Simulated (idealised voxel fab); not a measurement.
Proc. module: voxel ribs on slabs
FYI the section here is cut, 290 nm wide, cells are 5 nm squares.
In this document a cross-section is written as a grid of square cells. It is given as a series of bands, listed from the top down, and a band is one or more rows of cells.
Quick guide to a band line: top height, bottom height (nm) up front; then every material left to right with its width in nm. Only one material and it's marked "full width"? Then it fills the band edge to edge. And "empty" just means empty space.
It should be noted that heights are counted from 0, beneath which the wafer as supplied is of one material throughout, and that the lowest band possesses no lower boundary but continues downward, as written in "from 0 down".
Top row gets the first number, bottom row gets the second, and each row in between changes by the same step: that is how a band width like "30 to 40" works.
Step note "remains unaltered" = no cross-section cell changed.
The entry "Unvented internal voids" lists the empty spaces that cover at least 8 cells and have no open path to the top. Each is written as width x height at distance, where the distance is measured from the left edge and all three values are in nm.
On a step's line, text after the settings is the simulator commenting on that step.
The "overlay nm" setting may appear on a step's line; for a step that uses a mask, it gives how far to the right of its planned position the mask lay, and a negative value indicates the left.
[The planned process steps are enumerated hereunder]
1,RECEIVE [material Si]
2,DIRECTIONAL_DEP [material SiO2] [thk nm 30]
3,DIRECTIONAL_DEP [material SiN] [thk nm 25]
4,MASKED_ETCH [tone cover] [mask id RIB] [width nm 15] [etch materials SiN] [depth nm 10] [overlay nm 0]
5,MASKED_ETCH [tone cover] [mask id SLAB] [width nm 80] [etch materials SiN] [depth nm 15] [overlay nm 0]
6,FILL_DEP [material SiO2] [thk nm 20]
7,CMP [height nm 70]
8,DIRECTIONAL_DEP [material W] [thk nm 5]
9,MASKED_ETCH [tone cover] [mask id HEATER] [width nm 30] [etch materials W] [depth nm 5] [overlay nm 0]
10,CONFORMAL_DEP [material SiO2] [thk nm 5]
All wafers enter the flow in the same state. The width nm at step 4 differs from wafer to wafer, and the plan gives the value for the first wafer.
[Step 1 complete: as-received cross-section of the first of several wafers]
  from 0 down: Si full width
  Unvented internal voids: none
[Table: wafers, a row each; end-of-module cell change per material since receipt, gain (+), loss (-); then closed voids]
width nm 15 | +54 SiN | +818 SiO2 | +6 W | Unvented internal voids: none
width nm 20 | +56 SiN | +816 SiO2 | +6 W | Unvented internal voids: none
width nm 25 | +58 SiN | +814 SiO2 | +6 W | Unvented internal voids: none
width nm 30 | +60 SiN | +812 SiO2 | +6 W | Unvented internal voids: none
width nm 35 | +62 SiN | +810 SiO2 | +6 W | Unvented internal voids: none
